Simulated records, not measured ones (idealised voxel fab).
The following process module bears the name voxel transistor to metal.
Section shown: cut. Width: 190 nm. Cell size: 5 nm, square.
In this document a cross-section is written as a grid of square cells. It is given as a series of bands, listed from the top down, and a band is one or more rows of cells.
Top height, bottom height, nm. Materials left to right, width each, nm. Single material + "throughout" = fills band edge to edge. "air" = empty.
Note: height 0 marks the level under which the wafer is uniformly one material as received. Lowest band unbounded below, written "from 0 down".
So if you see something like "30->40" for the width, read it as the top row of the band sitting at the first number and the bottom row at the second, with every row in between moving by the same amount as the last.
Basically "no modifications" means that step didn't change any cell in the cross-section.
Empty spaces counting at least 8 cells and having no open way to the top are listed in "Cavities, closed". The notation width x height at distance is used for each, the distance being from the left edge and all three values in nm.
The remark found on a step's line after its settings is issued by the simulator itself and pertains to that step.
"overlay nm" denotes, for a step that has a mask, the displacement of the mask to the right of its planned place, with negative values corresponding to the left.
Steps in the process plan:
1. RECEIVE,material Si
2. CONFORMAL_DEP,material SiO2,thk nm 5
3. CONFORMAL_DEP,material SiN,thk nm 10
4. DIRECTIONAL_DEP,material aC,thk nm 10
5. PATTERN,tone cover,mask id ACTIVE,material resist,width nm 115,thk nm 25,overlay nm 0
6. DIRECTIONAL_ETCH,etch materials aC,depth nm 10
7. STRIP,etch materials resist
8. DIRECTIONAL_ETCH,etch materials SiN,depth nm 10
9. DIRECTIONAL_ETCH,etch materials SiO2,depth nm 5
10. DIRECTIONAL_ETCH,etch materials Si,depth nm 35
11. STRIP,etch materials aC
12. FILL_DEP,material SiO2,thk nm 5
13. CMP,height nm 15
14. SELECTIVE_ETCH,etch materials SiO2,depth nm 10
15. STRIP,etch materials SiN
16. SELECTIVE_ETCH,etch materials SiO2,depth nm 5
17. OXIDIZE,depth nm 5
18. DIRECTIONAL_DEP,material polySi,thk nm 25
19. DIRECTIONAL_DEP,material SiCN,thk nm 10
20. MASKED_ETCH,tone cover,mask id GATE,width nm 25,etch materials SiCN,depth nm 20,overlay nm 0
21. MASKED_ETCH,tone cover,mask id GATE,width nm 25,etch materials polySi,depth nm 35,overlay nm 0
22. CONFORMAL_DEP,material SiN,thk nm 10
23. DIRECTIONAL_ETCH,etch materials SiN,depth nm 10
24. DIRECTIONAL_ETCH,etch materials SiO2,depth nm 5
25. EPI,material nSi,thk nm 5
26. FILL_DEP,material SiO2,thk nm 10
27. CMP,height nm 25
28. STRIP,etch materials polySi
29. SELECTIVE_ETCH,etch materials SiO2,depth nm 5
30. CONFORMAL_DEP,material HfO2,thk nm 5
31. CONFORMAL_DEP,material TiN,thk nm 5
32. FILL_DEP,material W,thk nm 5
33. CMP,height nm 20
34. DIRECTIONAL_DEP,material SiO2,thk nm 10
35. PATTERN,tone open,mask id CONTACT,material resist,width nm 20,pitch nm 75,thk nm 20,overlay nm 0
36. DIRECTIONAL_ETCH,etch materials SiO2,depth nm 30
37. STRIP,etch materials resist
38. CONFORMAL_DEP,material TiN,thk nm 5
39. FILL_DEP,material W,thk nm 10
40. CMP,height nm 30
41. DIRECTIONAL_DEP,material TiN,thk nm 5
42. DIRECTIONAL_DEP,material Ru,thk nm 15
43. PATTERN,tone cover,mask id METAL_1,material resist,width nm 20,pitch nm 75,thk nm 15,overlay nm 0
44. DIRECTIONAL_ETCH,etch materials Ru,depth nm 15
45. DIRECTIONAL_ETCH,etch materials TiN,depth nm 5
46. STRIP,etch materials resist
47. CONFORMAL_DEP,material SiN,thk nm 5
48. FILL_DEP,material lowk,thk nm 5
49. CMP,height nm 50
50. CONFORMAL_DEP,material SiN,thk nm 5
Wafer at receipt (post step 1), cross-section:
- from 0 down  Si throughout
- Cavities, closed: none
The plan above was carried out on the starting structure above with one mistake, and this cross-section shows the wafer at the end of the module:
- from 55 to 50  SiN throughout
- from 50 to 35  40 lowk | 5 SiN | 20 Ru | 5 SiN | 45 lowk | 5 SiN | 20 Ru | 5 SiN | 45 lowk
- from 35 to 30  45 SiN | 20 TiN | 55 SiN | 20 TiN | 50 SiN
- from 30 to 20  45 SiO2 | 5 TiN | 10 W | 5 TiN | 55 SiO2 | 5 TiN | 10 W | 5 TiN | 50 SiO2
- from 20 to 5  45 SiO2 | 5 TiN | 10 W | 5 TiN | 5 SiO2 | 10 SiN | 5 HfO2 | 5 TiN | 5 W | 5 TiN | 5 HfO2 | 10 SiN | 5 SiO2 | 5 TiN | 10 W | 5 TiN | 50 SiO2
- from 5 to 0  45 SiO2 | 20 TiN | 5 SiO2 | 10 SiN | 5 HfO2 | 15 TiN | 5 HfO2 | 10 SiN | 5 SiO2 | 20 TiN | 50 SiO2
- from 0 to -5  40 SiO2 | 30 nSi | 5 SiO2 | 35 HfO2 | 5 SiO2 | 50 nSi | 25 SiO2
- from -5 to -35  45 SiO2 | 115 Si | 30 SiO2
- from -35 down  Si throughout
- Cavities, closed: none
Finding, execution versus plan: not per plan at step 5, really ran PATTERN,tone cover,mask id ACTIVE,material resist,width nm 115,thk nm 25,overlay nm 10
